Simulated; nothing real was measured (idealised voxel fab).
process module | voxel air gaps
cross-section cut | 235 nm wide | cells 5 nm
A cross-section is a grid of square cells, given in bands from the top down. A band is one or more rows of cells.
Each band's line starts with the height of the band's top and of its bottom, in nm. Then come its materials from left to right, each with its width in nm. One material with "throughout" fills the band from edge to edge. "air" is empty space.
Height 0 is the level under which the wafer as received is all one material. The lowest band goes on downwards, as in "0 down".
A width such as "30 to 40" changes by the same amount from each row of cells to the next, from the band's top row to its bottom row.
"no change" after a step means that no cell of the cross-section changed.
closed voids: empty space of 8 cells or more with no open way to the top, each as width x height at its distance from the left edge, in nm
after a step's settings: what the simulator itself notes on the step
overlay nm, on a step with a mask: how far to the right of its planned place the mask lay; to the left if negative
plan
1 op RECEIVE | material Si
2 op CONFORMAL_DEP | material SiO2 | thk nm 10
3 op CONFORMAL_DEP | material SiN | thk nm 5
4 op DIRECTIONAL_DEP | material SiO2 | thk nm 35
5 op MASKED_ETCH | tone open | mask id LINES | width nm 15 | pitch nm 40 | etch materials SiO2 | depth nm 35 | overlay nm 0
6 op CONFORMAL_DEP | material TiN | thk nm 5
7 op FILL_DEP | material Ru | thk nm 5
8 op CMP | height nm 50
9 op EPI | material Ru | thk nm 10
10 op SELECTIVE_ETCH | etch materials SiO2 | depth nm 45
11 op CONFORMAL_DEP | material SiCN | thk nm 5
first wafer, as planned
as received, after step 1
  0 down: Si throughout
  closed voids: none
after step 2
  10 to 0: SiO2 throughout
  below 0: unchanged
after step 3
  15 to 10: SiN throughout
  below 10: unchanged
after step 4
  50 to 15: SiO2 throughout
  below 15: unchanged
after step 5
  50 to 15: SiO2 50 | air 15 | SiO2 25 | air 15 | SiO2 25 | air 15 | SiO2 25 | air 15 | SiO2 50
  below 15: unchanged
after step 6
  55 to 50: TiN 55 | air 5 | TiN 35 | air 5 | TiN 35 | air 5 | TiN 35 | air 5 | TiN 55
  50 to 20: SiO2 50 | TiN 5 | air 5 | TiN 5 | SiO2 25 | TiN 5 | air 5 | TiN 5 | SiO2 25 | TiN 5 | air 5 | TiN 5 | SiO2 25 | TiN 5 | air 5 | TiN 5 | SiO2 50
  20 to 15: SiO2 50 | TiN 15 | SiO2 25 | TiN 15 | SiO2 25 | TiN 15 | SiO2 25 | TiN 15 | SiO2 50
  below 15: unchanged
after step 7
  60 to 55: Ru throughout
  55 to 50: TiN 55 | Ru 5 | TiN 35 | Ru 5 | TiN 35 | Ru 5 | TiN 35 | Ru 5 | TiN 55
  50 to 20: SiO2 50 | TiN 5 | Ru 5 | TiN 5 | SiO2 25 | TiN 5 | Ru 5 | TiN 5 | SiO2 25 | TiN 5 | Ru 5 | TiN 5 | SiO2 25 | TiN 5 | Ru 5 | TiN 5 | SiO2 50
  below 20: unchanged
after step 8
  50 to 20: SiO2 50 | TiN 5 | Ru 5 | TiN 5 | SiO2 25 | TiN 5 | Ru 5 | TiN 5 | SiO2 25 | TiN 5 | Ru 5 | TiN 5 | SiO2 25 | TiN 5 | Ru 5 | TiN 5 | SiO2 50
  below 20: unchanged
after step 9
  60 to 50: air 40 | Ru 35 | air 5 | Ru 35 | air 5 | Ru 35 | air 5 | Ru 35 | air 40
  below 50: unchanged
after step 10
  60 to 50: air 40 | Ru 35 | air 5 | Ru 35 | air 5 | Ru 35 | air 5 | Ru 35 | air 40
  50 to 20: air 50 | TiN 5 | Ru 5 | TiN 5 | air 25 | TiN 5 | Ru 5 | TiN 5 | air 25 | TiN 5 | Ru 5 | TiN 5 | air 25 | TiN 5 | Ru 5 | TiN 5 | air 50
  20 to 15: air 50 | TiN 15 | air 25 | TiN 15 | air 25 | TiN 15 | air 25 | TiN 15 | air 50
  below 15: unchanged
after step 11
  65 to 60: air 35 | SiCN 165 | air 35
  60 to 50: air 35 | SiCN 5 | Ru 35 | SiCN 5 | Ru 35 | SiCN 5 | Ru 35 | SiCN 5 | Ru 35 | SiCN 5 | air 35
  50 to 45: air 35 | SiCN 15 | TiN 5 | Ru 5 | TiN 5 | SiCN 25 | TiN 5 | Ru 5 | TiN 5 | SiCN 25 | TiN 5 | Ru 5 | TiN 5 | SiCN 25 | TiN 5 | Ru 5 | TiN 5 | SiCN 15 | air 35
  45 to 20: air 45 | SiCN 5 | TiN 5 | Ru 5 | TiN 5 | SiCN 5 | air 15 | SiCN 5 | TiN 5 | Ru 5 | TiN 5 | SiCN 5 | air 15 | SiCN 5 | TiN 5 | Ru 5 | TiN 5 | SiCN 5 | air 15 | SiCN 5 | TiN 5 | Ru 5 | TiN 5 | SiCN 5 | air 45
  20 to 15: SiCN 50 | TiN 15 | SiCN 25 | TiN 15 | SiCN 25 | TiN 15 | SiCN 25 | TiN 15 | SiCN 50
  below 15: unchanged
  closed voids: 15 x 25 at 70; 15 x 25 at 110; 15 x 25 at 150
second wafer: like start, like plan, one mistake. Through step 8 it matches the first wafer
when step 9 should have ended
  70 to 50: air 30 | Ru 175 | air 30
  below 50: unchanged
when step 10 should have ended
  70 to 50: air 30 | Ru 175 | air 30
  50 to 20: air 50 | TiN 5 | Ru 5 | TiN 5 | SiO2 25 | TiN 5 | Ru 5 | TiN 5 | SiO2 25 | TiN 5 | Ru 5 | TiN 5 | SiO2 25 | TiN 5 | Ru 5 | TiN 5 | air 50
  20 to 15: air 50 | TiN 15 | SiO2 25 | TiN 15 | SiO2 25 | TiN 15 | SiO2 25 | TiN 15 | air 50
  below 15: unchanged
when step 11 should have ended
  75 to 70: air 25 | SiCN 185 | air 25
  70 to 50: air 25 | SiCN 5 | Ru 175 | SiCN 5 | air 25
  50 to 45: air 25 | SiCN 25 | TiN 5 | Ru 5 | TiN 5 | SiO2 25 | TiN 5 | Ru 5 | TiN 5 | SiO2 25 | TiN 5 | Ru 5 | TiN 5 | SiO2 25 | TiN 5 | Ru 5 | TiN 5 | SiCN 25 | air 25
  45 to 20: air 45 | SiCN 5 | TiN 5 | Ru 5 | TiN 5 | SiO2 25 | TiN 5 | Ru 5 | TiN 5 | SiO2 25 | TiN 5 | Ru 5 | TiN 5 | SiO2 25 | TiN 5 | Ru 5 | TiN 5 | SiCN 5 | air 45
  20 to 15: SiCN 50 | TiN 15 | SiO2 25 | TiN 15 | SiO2 25 | TiN 15 | SiO2 25 | TiN 15 | SiCN 50
  below 15: unchanged
what went wrong: step 9 was run twice
at the end the second wafer has, in cells: 84 more of Ru | 54 fewer of SiCN | 105 more of SiO2
closed voids at the end (first wafer, second wafer): 3, 0
